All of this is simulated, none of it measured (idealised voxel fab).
process module | voxel transistor to metal
cross-section cut | 200 nm wide | cells 5 nm
A cross-section is a grid of square cells, given in bands from the top down. A band is one or more rows of cells.
Each band's line starts with the height of the band's top and of its bottom, in nm. Then come its materials from left to right, each with its width in nm. One material with "throughout" fills the band from edge to edge. "air" is empty space.
Height 0 is the level under which the wafer as received is all one material. The lowest band goes on downwards, as in "0 down".
A width such as "30 to 40" changes by the same amount from each row of cells to the next, from the band's top row to its bottom row.
"no change" after a step means that no cell of the cross-section changed.
closed voids: empty space of 8 cells or more with no open way to the top, each as width x height at its distance from the left edge, in nm
after a step's settings: what the simulator itself notes on the step
overlay nm, on a step with a mask: how far to the right of its planned place the mask lay; to the left if negative
plan
1 op RECEIVE | material Si
2 op OXIDIZE | depth nm 5
3 op CONFORMAL_DEP | material SiN | thk nm 15
4 op MASKED_ETCH | tone cover | mask id ACTIVE | width nm 105 | etch materials SiN | depth nm 15 | overlay nm 0
5 op MASKED_ETCH | tone cover | mask id ACTIVE | width nm 105 | etch materials SiO2 | depth nm 5 | overlay nm 0
6 op MASKED_ETCH | tone cover | mask id ACTIVE | width nm 105 | etch materials Si | depth nm 25 | overlay nm 0
7 op FILL_DEP | material SiO2 | thk nm 5
8 op CMP | height nm 15
9 op SELECTIVE_ETCH | etch materials SiO2 | depth nm 15
10 op STRIP | etch materials SiN
11 op SELECTIVE_ETCH | etch materials SiO2 | depth nm 5
12 op OXIDIZE | depth nm 5
13 op DIRECTIONAL_DEP | material polySi | thk nm 20
14 op DIRECTIONAL_DEP | material SiCN | thk nm 15
15 op PATTERN | tone cover | mask id GATE | material resist | width nm 25 | thk nm 15 | overlay nm 0
16 op DIRECTIONAL_ETCH | etch materials SiCN | depth nm 25
17 op DIRECTIONAL_ETCH | etch materials polySi | depth nm 30
18 op STRIP | etch materials resist
19 op CONFORMAL_DEP | material SiN | thk nm 10
20 op DIRECTIONAL_ETCH | etch materials SiN | depth nm 10
21 op DIRECTIONAL_ETCH | etch materials SiO2 | depth nm 5
22 op DIRECTIONAL_ETCH | etch materials Si | depth nm 5
23 op EPI | material pSi | thk nm 5
24 op FILL_DEP | material SiO2 | thk nm 5
25 op CMP | height nm 15
26 op STRIP | etch materials polySi
27 op SELECTIVE_ETCH | etch materials SiO2 | depth nm 5
28 op CONFORMAL_DEP | material HfO2 | thk nm 5
29 op CONFORMAL_DEP | material TiN | thk nm 5
30 op FILL_DEP | material W | thk nm 10
31 op CMP | height nm 10
32 op DIRECTIONAL_DEP | material SiO2 | thk nm 15
33 op MASKED_ETCH | tone open | mask id CONTACT | width nm 15 | pitch nm 80 | etch materials SiO2 | depth nm 35 | overlay nm 0
34 op CONFORMAL_DEP | material TiN | thk nm 5
35 op FILL_DEP | material W | thk nm 10
36 op CMP | height nm 25
37 op CONFORMAL_DEP | material SiN | thk nm 5
38 op DIRECTIONAL_DEP | material lowk | thk nm 25
39 op DIRECTIONAL_DEP | material aC | thk nm 10
40 op PATTERN | tone open | mask id METAL_1 | material resist | width nm 15 | pitch nm 80 | thk nm 30 | overlay nm 0
41 op DIRECTIONAL_ETCH | etch materials aC | depth nm 10
42 op STRIP | etch materials resist
43 op DIRECTIONAL_ETCH | etch materials lowk | depth nm 25
44 op DIRECTIONAL_ETCH | etch materials SiN | depth nm 5
45 op STRIP | etch materials aC
46 op CONFORMAL_DEP | material TiN | thk nm 5
47 op FILL_DEP | material Ru | thk nm 5
48 op CMP | height nm 55
49 op CONFORMAL_DEP | material SiN | thk nm 5
first wafer, as planned
as received, after step 1
  0 down: Si throughout
  closed voids: none
after step 2
  0 to -5: SiO2 throughout
  below -5: unchanged
after step 3
  15 to 0: SiN throughout
  below 0: unchanged
after step 4
  15 to 0: air 45 | SiN 105 | air 50
  below 0: unchanged
after step 5
  15 to 0: air 45 | SiN 105 | air 50
  0 to -5: air 45 | SiO2 105 | air 50
  below -5: unchanged
after step 6
  15 to 0: air 45 | SiN 105 | air 50
  0 to -5: air 45 | SiO2 105 | air 50
  -5 to -30: air 45 | Si 105 | air 50
  below -30: unchanged
after step 7
  20 to 15: SiO2 throughout
  15 to 0: SiO2 45 | SiN 105 | SiO2 50
  0 to -5: SiO2 throughout
  -5 to -30: SiO2 45 | Si 105 | SiO2 50
  below -30: unchanged
after step 8
  15 to 0: SiO2 45 | SiN 105 | SiO2 50
  below 0: unchanged
after step 9
  15 to 0: air 45 | SiN 105 | air 50
  below 0: unchanged
after step 10
  0 to -5: SiO2 throughout
  below -5: unchanged
after step 11
  -5 to -30: SiO2 45 | Si 105 | SiO2 50
  below -30: unchanged
after step 12
  -5 to -10: SiO2 throughout
  below -10: unchanged
after step 13
  15 to -5: polySi throughout
  below -5: unchanged
after step 14
  30 to 15: SiCN throughout
  below 15: unchanged
after step 15
  45 to 30: air 85 | resist 25 | air 90
  below 30: unchanged
after step 16
  45 to 30: air 85 | resist 25 | air 90
  30 to 15: air 85 | SiCN 25 | air 90
  below 15: unchanged
after step 17
  45 to 30: air 85 | resist 25 | air 90
  30 to 15: air 85 | SiCN 25 | air 90
  15 to -5: air 85 | polySi 25 | air 90
  below -5: unchanged
after step 18
  30 to 15: air 85 | SiCN 25 | air 90
  below 15: unchanged
after step 19
  40 to 30: air 75 | SiN 45 | air 80
  30 to 15: air 75 | SiN 10 | SiCN 25 | SiN 10 | air 80
  15 to 5: air 75 | SiN 10 | polySi 25 | SiN 10 | air 80
  5 to -5: SiN 85 | polySi 25 | SiN 90
  below -5: unchanged
after step 20
  30 to 15: air 75 | SiN 10 | SiCN 25 | SiN 10 | air 80
  15 to -5: air 75 | SiN 10 | polySi 25 | SiN 10 | air 80
  below -5: unchanged
after step 21
  30 to 15: air 75 | SiN 10 | SiCN 25 | SiN 10 | air 80
  15 to -5: air 75 | SiN 10 | polySi 25 | SiN 10 | air 80
  -5 to -10: air 75 | SiO2 45 | air 80
  below -10: unchanged
after step 22
  30 to 15: air 75 | SiN 10 | SiCN 25 | SiN 10 | air 80
  15 to -5: air 75 | SiN 10 | polySi 25 | SiN 10 | air 80
  -5 to -10: air 75 | SiO2 45 | air 80
  -10 to -15: SiO2 45 | air 30 | Si 45 | air 30 | SiO2 50
  below -15: unchanged
after step 23
  30 to 15: air 75 | SiN 10 | SiCN 25 | SiN 10 | air 80
  15 to -5: air 75 | SiN 10 | polySi 25 | SiN 10 | air 80
  -5 to -10: air 70 | pSi 5 | SiO2 45 | pSi 5 | air 75
  -10 to -15: SiO2 45 | pSi 30 | Si 45 | pSi 30 | SiO2 50
  below -15: unchanged
after step 24
  35 to 30: SiO2 throughout
  30 to 15: SiO2 75 | SiN 10 | SiCN 25 | SiN 10 | SiO2 80
  15 to -5: SiO2 75 | SiN 10 | polySi 25 | SiN 10 | SiO2 80
  -5 to -10: SiO2 70 | pSi 5 | SiO2 45 | pSi 5 | SiO2 75
  below -10: unchanged
after step 25
  15 to -5: SiO2 75 | SiN 10 | polySi 25 | SiN 10 | SiO2 80
  below -5: unchanged
after step 26
  15 to -5: SiO2 75 | SiN 10 | air 25 | SiN 10 | SiO2 80
  below -5: unchanged
after step 27
  15 to 10: air 75 | SiN 10 | air 25 | SiN 10 | air 80
  10 to -5: SiO2 75 | SiN 10 | air 25 | SiN 10 | SiO2 80
  -5 to -10: SiO2 70 | pSi 5 | SiO2 5 | air 35 | SiO2 5 | pSi 5 | SiO2 75
  below -10: unchanged
after step 28
  20 to 15: air 70 | HfO2 20 | air 15 | HfO2 20 | air 75
  15 to 10: HfO2 75 | SiN 10 | HfO2 5 | air 15 | HfO2 5 | SiN 10 | HfO2 80
  10 to -5: SiO2 75 | SiN 10 | HfO2 5 | air 15 | HfO2 5 | SiN 10 | SiO2 80
  -5 to -10: SiO2 70 | pSi 5 | SiO2 5 | HfO2 35 | SiO2 5 | pSi 5 | SiO2 75
  below -10: unchanged
after step 29
  25 to 20: air 65 | TiN 30 | air 5 | TiN 30 | air 70
  20 to 15: TiN 70 | HfO2 20 | TiN 5 | air 5 | TiN 5 | HfO2 20 | TiN 75
  15 to 10: HfO2 75 | SiN 10 | HfO2 5 | TiN 5 | air 5 | TiN 5 | HfO2 5 | SiN 10 | HfO2 80
  10 to 0: SiO2 75 | SiN 10 | HfO2 5 | TiN 5 | air 5 | TiN 5 | HfO2 5 | SiN 10 | SiO2 80
  0 to -5: SiO2 75 | SiN 10 | HfO2 5 | TiN 15 | HfO2 5 | SiN 10 | SiO2 80
  below -5: unchanged
after step 30
  35 to 25: W throughout
  25 to 20: W 65 | TiN 30 | W 5 | TiN 30 | W 70
  20 to 15: TiN 70 | HfO2 20 | TiN 5 | W 5 | TiN 5 | HfO2 20 | TiN 75
  15 to 10: HfO2 75 | SiN 10 | HfO2 5 | TiN 5 | W 5 | TiN 5 | HfO2 5 | SiN 10 | HfO2 80
  10 to 0: SiO2 75 | SiN 10 | HfO2 5 | TiN 5 | W 5 | TiN 5 | HfO2 5 | SiN 10 | SiO2 80
  below 0: unchanged
after step 31
  10 to 0: SiO2 75 | SiN 10 | HfO2 5 | TiN 5 | W 5 | TiN 5 | HfO2 5 | SiN 10 | SiO2 80
  below 0: unchanged
after step 32
  25 to 10: SiO2 throughout
  below 10: unchanged
after step 33
  25 to 10: SiO2 50 | air 15 | SiO2 65 | air 15 | SiO2 55
  10 to 0: SiO2 50 | air 15 | SiO2 10 | SiN 10 | HfO2 5 | TiN 5 | W 5 | TiN 5 | HfO2 5 | SiN 10 | SiO2 10 | air 15 | SiO2 55
  0 to -5: SiO2 50 | air 15 | SiO2 10 | SiN 10 | HfO2 5 | TiN 15 | HfO2 5 | SiN 10 | SiO2 10 | air 15 | SiO2 55
  -5 to -10: SiO2 50 | air 15 | SiO2 5 | pSi 5 | SiO2 5 | HfO2 35 | SiO2 5 | pSi 5 | SiO2 5 | air 15 | SiO2 55
  below -10: unchanged
after step 34
  30 to 25: TiN 55 | air 5 | TiN 75 | air 5 | TiN 60
  25 to 10: SiO2 50 | TiN 5 | air 5 | TiN 5 | SiO2 65 | TiN 5 | air 5 | TiN 5 | SiO2 55
  10 to 0: SiO2 50 | TiN 5 | air 5 | TiN 5 | SiO2 10 | SiN 10 | HfO2 5 | TiN 5 | W 5 | TiN 5 | HfO2 5 | SiN 10 | SiO2 10 | TiN 5 | air 5 | TiN 5 | SiO2 55
  0 to -5: SiO2 50 | TiN 5 | air 5 | TiN 5 | SiO2 10 | SiN 10 | HfO2 5 | TiN 15 | HfO2 5 | SiN 10 | SiO2 10 | TiN 5 | air 5 | TiN 5 | SiO2 55
  -5 to -10: SiO2 50 | TiN 15 | SiO2 5 | pSi 5 | SiO2 5 | HfO2 35 | SiO2 5 | pSi 5 | SiO2 5 | TiN 15 | SiO2 55
  below -10: unchanged
after step 35
  40 to 30: W throughout
  30 to 25: TiN 55 | W 5 | TiN 75 | W 5 | TiN 60
  25 to 10: SiO2 50 | TiN 5 | W 5 | TiN 5 | SiO2 65 | TiN 5 | W 5 | TiN 5 | SiO2 55
  10 to 0: SiO2 50 | TiN 5 | W 5 | TiN 5 | SiO2 10 | SiN 10 | HfO2 5 | TiN 5 | W 5 | TiN 5 | HfO2 5 | SiN 10 | SiO2 10 | TiN 5 | W 5 | TiN 5 | SiO2 55
  0 to -5: SiO2 50 | TiN 5 | W 5 | TiN 5 | SiO2 10 | SiN 10 | HfO2 5 | TiN 15 | HfO2 5 | SiN 10 | SiO2 10 | TiN 5 | W 5 | TiN 5 | SiO2 55
  below -5: unchanged
after step 36
  25 to 10: SiO2 50 | TiN 5 | W 5 | TiN 5 | SiO2 65 | TiN 5 | W 5 | TiN 5 | SiO2 55
  below 10: unchanged
after step 37
  30 to 25: SiN throughout
  below 25: unchanged
after step 38
  55 to 30: lowk throughout
  below 30: unchanged
after step 39
  65 to 55: aC throughout
  below 55: unchanged
after step 40
  95 to 65: resist 50 | air 15 | resist 65 | air 15 | resist 55
  below 65: unchanged
after step 41
  85 to 65: resist 50 | air 15 | resist 65 | air 15 | resist 55
  65 to 55: aC 50 | air 15 | aC 65 | air 15 | aC 55
  below 55: unchanged
after step 42
  65 to 55: aC 50 | air 15 | aC 65 | air 15 | aC 55
  below 55: unchanged
after step 43
  65 to 55: aC 50 | air 15 | aC 65 | air 15 | aC 55
  55 to 30: lowk 50 | air 15 | lowk 65 | air 15 | lowk 55
  below 30: unchanged
after step 44
  65 to 55: aC 50 | air 15 | aC 65 | air 15 | aC 55
  55 to 30: lowk 50 | air 15 | lowk 65 | air 15 | lowk 55
  30 to 25: SiN 50 | air 15 | SiN 65 | air 15 | SiN 55
  below 25: unchanged
after step 45
  55 to 30: lowk 50 | air 15 | lowk 65 | air 15 | lowk 55
  below 30: unchanged
after step 46
  60 to 55: TiN 55 | air 5 | TiN 75 | air 5 | TiN 60
  55 to 30: lowk 50 | TiN 5 | air 5 | TiN 5 | lowk 65 | TiN 5 | air 5 | TiN 5 | lowk 55
  30 to 25: SiN 50 | TiN 15 | SiN 65 | TiN 15 | SiN 55
  below 25: unchanged
after step 47
  65 to 60: Ru throughout
  60 to 55: TiN 55 | Ru 5 | TiN 75 | Ru 5 | TiN 60
  55 to 30: lowk 50 | TiN 5 | Ru 5 | TiN 5 | lowk 65 | TiN 5 | Ru 5 | TiN 5 | lowk 55
  below 30: unchanged
after step 48
  55 to 30: lowk 50 | TiN 5 | Ru 5 | TiN 5 | lowk 65 | TiN 5 | Ru 5 | TiN 5 | lowk 55
  below 30: unchanged
after step 49
  60 to 55: SiN throughout
  below 55: unchanged
second wafer: like start, like plan, one mistake. Through step 27 it matches the first wafer
when step 28 should have ended
  20 to 15: air 70 | TiN 20 | air 15 | TiN 20 | air 75
  15 to 10: TiN 75 | SiN 10 | TiN 5 | air 15 | TiN 5 | SiN 10 | TiN 80
  10 to -5: SiO2 75 | SiN 10 | TiN 5 | air 15 | TiN 5 | SiN 10 | SiO2 80
  -5 to -10: SiO2 70 | pSi 5 | SiO2 5 | TiN 35 | SiO2 5 | pSi 5 | SiO2 75
  below -10: unchanged
when step 29 should have ended
  25 to 20: air 65 | HfO2 30 | air 5 | HfO2 30 | air 70
  20 to 15: HfO2 70 | TiN 20 | HfO2 5 | air 5 | HfO2 5 | TiN 20 | HfO2 75
  15 to 10: TiN 75 | SiN 10 | TiN 5 | HfO2 5 | air 5 | HfO2 5 | TiN 5 | SiN 10 | TiN 80
  10 to 0: SiO2 75 | SiN 10 | TiN 5 | HfO2 5 | air 5 | HfO2 5 | TiN 5 | SiN 10 | SiO2 80
  0 to -5: SiO2 75 | SiN 10 | TiN 5 | HfO2 15 | TiN 5 | SiN 10 | SiO2 80
  below -5: unchanged
when step 30 should have ended
  35 to 25: W throughout
  25 to 20: W 65 | HfO2 30 | W 5 | HfO2 30 | W 70
  20 to 15: HfO2 70 | TiN 20 | HfO2 5 | W 5 | HfO2 5 | TiN 20 | HfO2 75
  15 to 10: TiN 75 | SiN 10 | TiN 5 | HfO2 5 | W 5 | HfO2 5 | TiN 5 | SiN 10 | TiN 80
  10 to 0: SiO2 75 | SiN 10 | TiN 5 | HfO2 5 | W 5 | HfO2 5 | TiN 5 | SiN 10 | SiO2 80
  below 0: unchanged
when step 31 should have ended
  10 to 0: SiO2 75 | SiN 10 | TiN 5 | HfO2 5 | W 5 | HfO2 5 | TiN 5 | SiN 10 | SiO2 80
  below 0: unchanged
when step 32 should have ended
  25 to 10: SiO2 throughout
  below 10: unchanged
when step 33 should have ended
  25 to 10: SiO2 50 | air 15 | SiO2 65 | air 15 | SiO2 55
  10 to 0: SiO2 50 | air 15 | SiO2 10 | SiN 10 | TiN 5 | HfO2 5 | W 5 | HfO2 5 | TiN 5 | SiN 10 | SiO2 10 | air 15 | SiO2 55
  0 to -5: SiO2 50 | air 15 | SiO2 10 | SiN 10 | TiN 5 | HfO2 15 | TiN 5 | SiN 10 | SiO2 10 | air 15 | SiO2 55
  -5 to -10: SiO2 50 | air 15 | SiO2 5 | pSi 5 | SiO2 5 | TiN 35 | SiO2 5 | pSi 5 | SiO2 5 | air 15 | SiO2 55
  below -10: unchanged
when step 34 should have ended
  30 to 25: TiN 55 | air 5 | TiN 75 | air 5 | TiN 60
  25 to 10: SiO2 50 | TiN 5 | air 5 | TiN 5 | SiO2 65 | TiN 5 | air 5 | TiN 5 | SiO2 55
  10 to 0: SiO2 50 | TiN 5 | air 5 | TiN 5 | SiO2 10 | SiN 10 | TiN 5 | HfO2 5 | W 5 | HfO2 5 | TiN 5 | SiN 10 | SiO2 10 | TiN 5 | air 5 | TiN 5 | SiO2 55
  0 to -5: SiO2 50 | TiN 5 | air 5 | TiN 5 | SiO2 10 | SiN 10 | TiN 5 | HfO2 15 | TiN 5 | SiN 10 | SiO2 10 | TiN 5 | air 5 | TiN 5 | SiO2 55
  -5 to -10: SiO2 50 | TiN 15 | SiO2 5 | pSi 5 | SiO2 5 | TiN 35 | SiO2 5 | pSi 5 | SiO2 5 | TiN 15 | SiO2 55
  below -10: unchanged
when step 35 should have ended
  40 to 30: W throughout
  30 to 25: TiN 55 | W 5 | TiN 75 | W 5 | TiN 60
  25 to 10: SiO2 50 | TiN 5 | W 5 | TiN 5 | SiO2 65 | TiN 5 | W 5 | TiN 5 | SiO2 55
  10 to 0: SiO2 50 | TiN 5 | W 5 | TiN 5 | SiO2 10 | SiN 10 | TiN 5 | HfO2 5 | W 5 | HfO2 5 | TiN 5 | SiN 10 | SiO2 10 | TiN 5 | W 5 | TiN 5 | SiO2 55
  0 to -5: SiO2 50 | TiN 5 | W 5 | TiN 5 | SiO2 10 | SiN 10 | TiN 5 | HfO2 15 | TiN 5 | SiN 10 | SiO2 10 | TiN 5 | W 5 | TiN 5 | SiO2 55
  below -5: unchanged
when step 36 should have ended
  25 to 10: SiO2 50 | TiN 5 | W 5 | TiN 5 | SiO2 65 | TiN 5 | W 5 | TiN 5 | SiO2 55
  below 10: unchanged
when step 37 should have ended
  30 to 25: SiN throughout
  below 25: unchanged
when step 38 should have ended
  55 to 30: lowk throughout
  below 30: unchanged
when step 39 should have ended
  65 to 55: aC throughout
  below 55: unchanged
when step 40 should have ended
  95 to 65: resist 50 | air 15 | resist 65 | air 15 | resist 55
  below 65: unchanged
when step 41 should have ended
  85 to 65: resist 50 | air 15 | resist 65 | air 15 | resist 55
  65 to 55: aC 50 | air 15 | aC 65 | air 15 | aC 55
  below 55: unchanged
when step 42 should have ended
  65 to 55: aC 50 | air 15 | aC 65 | air 15 | aC 55
  below 55: unchanged
when step 43 should have ended
  65 to 55: aC 50 | air 15 | aC 65 | air 15 | aC 55
  55 to 30: lowk 50 | air 15 | lowk 65 | air 15 | lowk 55
  below 30: unchanged
when step 44 should have ended
  65 to 55: aC 50 | air 15 | aC 65 | air 15 | aC 55
  55 to 30: lowk 50 | air 15 | lowk 65 | air 15 | lowk 55
  30 to 25: SiN 50 | air 15 | SiN 65 | air 15 | SiN 55
  below 25: unchanged
when step 45 should have ended
  55 to 30: lowk 50 | air 15 | lowk 65 | air 15 | lowk 55
  below 30: unchanged
when step 46 should have ended
  60 to 55: TiN 55 | air 5 | TiN 75 | air 5 | TiN 60
  55 to 30: lowk 50 | TiN 5 | air 5 | TiN 5 | lowk 65 | TiN 5 | air 5 | TiN 5 | lowk 55
  30 to 25: SiN 50 | TiN 15 | SiN 65 | TiN 15 | SiN 55
  below 25: unchanged
when step 47 should have ended
  65 to 60: Ru throughout
  60 to 55: TiN 55 | Ru 5 | TiN 75 | Ru 5 | TiN 60
  55 to 30: lowk 50 | TiN 5 | Ru 5 | TiN 5 | lowk 65 | TiN 5 | Ru 5 | TiN 5 | lowk 55
  below 30: unchanged
when step 48 should have ended
  55 to 30: lowk 50 | TiN 5 | Ru 5 | TiN 5 | lowk 65 | TiN 5 | Ru 5 | TiN 5 | lowk 55
  below 30: unchanged
when step 49 should have ended
  60 to 55: SiN throughout
  below 55: unchanged
what went wrong: steps 28 and 29 were swapped
at the end the second wafer has, in cells: 6 fewer of HfO2 | 6 more of TiN
